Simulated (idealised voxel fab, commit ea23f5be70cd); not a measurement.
Process module in this document: voxel transistor to metal
Pictured: cross-section cut, 195 nm wide, on a grid of 5 nm square cells.
Cross-section layout: square cells on a grid; listed as bands, top to bottom; a band spans one or more cell rows.
Read a band's entry like this: the first values are the height of its top and the height of its bottom in nm, and what follows is the sequence of materials from left to right, each with its width in nm. Note that "blank" is empty space, and that a single material marked "full width" reaches across the band from edge to edge.
Below 0: as-received wafer, all one material; heights counted from there. Lowest band: no bottom, goes on down, written "0 and below".
The width entry "30->40" should be interpreted row by row: the top row of cells in the band takes the first number, the bottom row takes the second number, and the change between adjacent rows is uniform throughout.
Reading "all unchanged" for a step: not a cell of the cross-section changed in it.
Closed-off voids of 8+ cells (no open route to the top) go in "Closed void entries", written width x height at distance from the left edge, in nm.
That trailing text on a step's line, after the settings, is the simulator's own remark on the step.
Regarding "overlay nm": on a step with a mask, it is the distance the mask lay to the right of its planned place; a negative value places it to the left.

THIS SECTION LISTS THE PROCESS STEPS THAT WERE PLANNED
1,RECEIVE [material Si]
2,CONFORMAL_DEP [material SiO2] [thk nm 5]
3,CONFORMAL_DEP [material SiN] [thk nm 10]
4,DIRECTIONAL_DEP [material aC] [thk nm 10]
5,PATTERN [tone cover] [mask id ACTIVE] [material resist] [width nm 115] [thk nm 25] [overlay nm 0]
6,DIRECTIONAL_ETCH [etch materials aC] [depth nm 10]
7,STRIP [etch materials resist]
8,DIRECTIONAL_ETCH [etch materials SiN] [depth nm 10]
9,DIRECTIONAL_ETCH [etch materials SiO2] [depth nm 5]
10,DIRECTIONAL_ETCH [etch materials Si] [depth nm 25]
11,STRIP [etch materials aC]
12,FILL_DEP [material SiO2] [thk nm 5]
13,CMP [height nm 15]
14,SELECTIVE_ETCH [etch materials SiO2] [depth nm 10]
15,STRIP [etch materials SiN]
16,SELECTIVE_ETCH [etch materials SiO2] [depth nm 5]
17,OXIDIZE [depth nm 5]
18,DIRECTIONAL_DEP [material polySi] [thk nm 25]
19,DIRECTIONAL_DEP [material SiCN] [thk nm 15]
20,MASKED_ETCH [tone cover] [mask id GATE] [width nm 25] [etch materials SiCN] [depth nm 25] [overlay nm 0]
21,MASKED_ETCH [tone cover] [mask id GATE] [width nm 25] [etch materials polySi] [depth nm 35] [overlay nm 0]
22,CONFORMAL_DEP [material SiO2] [thk nm 5]
23,DIRECTIONAL_ETCH [etch materials SiO2] [depth nm 5]
24,CONFORMAL_DEP [material SiN] [thk nm 10]
25,DIRECTIONAL_ETCH [etch materials SiN] [depth nm 10]
26,DIRECTIONAL_ETCH [etch materials SiO2] [depth nm 5]
27,DIRECTIONAL_ETCH [etch materials Si] [depth nm 5]
28,EPI [material SiGe] [thk nm 10]
29,FILL_DEP [material SiO2] [thk nm 5]
30,CMP [height nm 25]
31,STRIP [etch materials polySi]
32,SELECTIVE_ETCH [etch materials SiO2] [depth nm 5]
33,CONFORMAL_DEP [material HfO2] [thk nm 5]
34,CONFORMAL_DEP [material TiN] [thk nm 5]
35,FILL_DEP [material W] [thk nm 5]
36,CMP [height nm 20]
37,DIRECTIONAL_DEP [material SiO2] [thk nm 10]
38,MASKED_ETCH [tone open] [mask id CONTACT] [width nm 20] [pitch nm 75] [etch materials SiO2] [depth nm 30] [overlay nm 0]
39,CONFORMAL_DEP [material TiN] [thk nm 5]
40,FILL_DEP [material W] [thk nm 5]
41,CMP [height nm 30]
42,CONFORMAL_DEP [material SiCN] [thk nm 5]
43,DIRECTIONAL_DEP [material SiO2] [thk nm 15]
44,DIRECTIONAL_DEP [material aC] [thk nm 15]
45,PATTERN [tone open] [mask id METAL_1] [material resist] [width nm 20] [pitch nm 75] [thk nm 30] [overlay nm 0]
46,DIRECTIONAL_ETCH [etch materials aC] [depth nm 15]
47,STRIP [etch materials resist]
48,DIRECTIONAL_ETCH [etch materials SiO2] [depth nm 15]
49,DIRECTIONAL_ETCH [etch materials SiCN] [depth nm 5]
50,STRIP [etch materials aC]
51,CONFORMAL_DEP [material TiN] [thk nm 5]
52,FILL_DEP [material Ru] [thk nm 5]
53,CMP [height nm 50]
54,CONFORMAL_DEP [material SiN] [thk nm 5]

DELIVERED WAFER IN CROSS-SECTION: STATE AFTER STEP 1
	0 and below | Si full width
	Closed void entries: none

END-OF-MODULE XS, FIRST OF TWO WAFERS, RUN AS PLANNED
	55 down to 50 | SiN full width
	50 down to 35 | SiO2 (50)  TiN (5)  Ru (10)  TiN (5)  SiO2 (55)  TiN (5)  Ru (10)  TiN (5)  SiO2 (50)
	35 down to 30 | SiCN (50)  TiN (20)  SiCN (55)  TiN (20)  SiCN (50)
	30 down to 20 | SiO2 (50)  TiN (5)  W (10)  TiN (5)  SiO2 (55)  TiN (5)  W (10)  TiN (5)  SiO2 (50)
	20 down to 10 | SiO2 (50)  TiN (5)  W (10)  TiN (5)  SiN (10)  HfO2 (5)  TiN (5)  W (15)  TiN (5)  HfO2 (5)  SiN (10)  TiN (5)  W (10)  TiN (5)  SiO2 (50)
	10 down to 5 | SiO2 (50)  TiN (20)  SiN (10)  HfO2 (5)  TiN (5)  W (15)  TiN (5)  HfO2 (5)  SiN (10)  TiN (20)  SiO2 (50)
	5 down to 0 | SiO2 (50)  TiN (10)  SiGe (10)  SiN (10)  HfO2 (5)  TiN (25)  HfO2 (5)  SiN (10)  SiGe (10)  TiN (10)  SiO2 (50)
	0 down to -5 | SiO2 (35)  SiGe (35)  SiO2 (10)  HfO2 (35)  SiO2 (10)  SiGe (35)  SiO2 (35)
	-5 down to -10 | SiO2 (40)  SiGe (30)  Si (55)  SiGe (30)  SiO2 (40)
	-10 down to -25 | SiO2 (40)  Si (115)  SiO2 (40)
	-25 and below | Si full width
	Closed void entries: none

WAFER TWO, END OF MODULE, CROSS-SECTION. SAME START, SAME PLAN AS WAFER ONE. ONE MISTAKE IN THE RUN
	55 down to 50 | SiN full width
	50 down to 35 | SiO2 (50)  TiN (5)  Ru (10)  TiN (5)  SiO2 (55)  TiN (5)  Ru (10)  TiN (5)  SiO2 (50)
	35 down to 30 | SiCN (50)  TiN (20)  SiCN (55)  TiN (20)  SiCN (50)
	30 down to 20 | SiO2 (50)  TiN (5)  W (10)  TiN (5)  SiO2 (55)  TiN (5)  W (10)  TiN (5)  SiO2 (50)
	20 down to 10 | SiO2 (50)  TiN (5)  W (10)  TiN (5)  SiN (10)  HfO2 (5)  TiN (5)  W (15)  TiN (5)  HfO2 (5)  SiN (10)  TiN (5)  W (10)  TiN (5)  SiO2 (50)
	10 down to 5 | SiO2 (50)  TiN (20)  SiN (10)  HfO2 (5)  TiN (5)  W (15)  TiN (5)  HfO2 (5)  SiN (10)  TiN (20)  SiO2 (50)
	5 down to 0 | SiO2 (50)  TiN (10)  SiGe (10)  SiN (10)  HfO2 (5)  TiN (25)  HfO2 (5)  SiN (10)  SiGe (10)  TiN (10)  SiO2 (50)
	0 down to -5 | SiO2 (25)  SiGe (45)  SiO2 (10)  HfO2 (35)  SiO2 (10)  SiGe (25)  SiO2 (45)
	-5 down to -10 | SiO2 (30)  SiGe (40)  Si (55)  SiGe (20)  SiO2 (50)
	-10 down to -25 | SiO2 (30)  Si (115)  SiO2 (50)
	-25 and below | Si full width
	Closed void entries: none
Want to know what went wrong? step 5 ran with different settings than intended, the actual operation and settings being PATTERN [tone cover] [mask id ACTIVE] [material resist] [width nm 115] [thk nm 25] [overlay nm -10]
Comparing end states, the material composition by cell count is preserved from the first wafer to the second, while the locations of the cells are not.
